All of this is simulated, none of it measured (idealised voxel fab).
The following process module bears the name voxel released beams.
For reference, the cross-section in this document is cut, with width 180 nm and square cells of 5 nm.
Bands, listed from the top down, are how a cross-section gets written in this document; the cross-section itself is a grid of square cells, and a band is one or more rows of them. Top height, bottom height, nm. Materials left to right, width each, nm. Single material + "everywhere" = fills band edge to edge. "air" = empty. All heights in this document are referenced to 0, defined as the level beneath which the wafer, as received, consists entirely of one material. The lowest band is not bounded below; it extends indefinitely downward and is written in the form "0 and below". So if you see something like "30->40" for the width, read it as the top row of the band sitting at the first number and the bottom row at the second, with every row in between moving by the same amount as the last. "nothing was modified", as given for a step, is the statement that not any cell of the cross-section underwent a change during that step. Under "Completely enclosed voids" you'll find the enclosed gaps, the ones with no way out to the top, that are 8 cells or bigger; each reads width x height at distance, with distance counted from the left edge, everything in nm. Formally, on a step line, whatever follows the settings is a remark that the simulator itself makes on the step. The setting "overlay nm" may be written on the line of a step. When the step uses a mask, the value reports how far to the right of the planned place the mask lay, and a negative value reports that it lay to the left.
These are the steps we planned for the process
1. RECEIVE,material Si
2. CONFORMAL_DEP,material SiN,thk nm 5
3. DIRECTIONAL_DEP,material SiO2,thk nm 10
4. DIRECTIONAL_DEP,material aC,thk nm 15
5. PATTERN,tone open,mask id ANCHOR,material resist,width nm 40,thk nm 35,overlay nm 0
6. DIRECTIONAL_ETCH,etch materials aC,depth nm 15
7. STRIP,etch materials resist
8. DIRECTIONAL_ETCH,etch materials SiO2,depth nm 10
9. STRIP,etch materials aC
10. CONFORMAL_DEP,material W,thk nm 15
11. DIRECTIONAL_DEP,material aC,thk nm 10
12. PATTERN,tone cover,mask id BEAM,material resist,width nm 100,thk nm 25,overlay nm 0
13. DIRECTIONAL_ETCH,etch materials aC,depth nm 10
14. STRIP,etch materials resist
15. DIRECTIONAL_ETCH,etch materials W,depth nm 15
16. STRIP,etch materials aC
17. STRIP,etch materials SiO2
Here's what the wafer looked like in cross-section when it arrived - that's after step 1
- 0 and below: Si everywhere
- Completely enclosed voids: none
Final cross-section, module run with one mistake (start and plan as above)
- 30 down to 20: air (35), W (60), air (85)
- 20 down to 15: air (35), W (100), air (45)
- 15 down to 5: air (25), W (15), SiO2 (40), W (55), air (45)
- 5 down to 0: SiN everywhere
- 0 and below: Si everywhere
- Completely enclosed voids: none
Plan not followed: the process deviated at step 5: the operation and settings actually run there were PATTERN,tone cover,mask id ANCHOR,material resist,width nm 40,thk nm 35,overlay nm 0
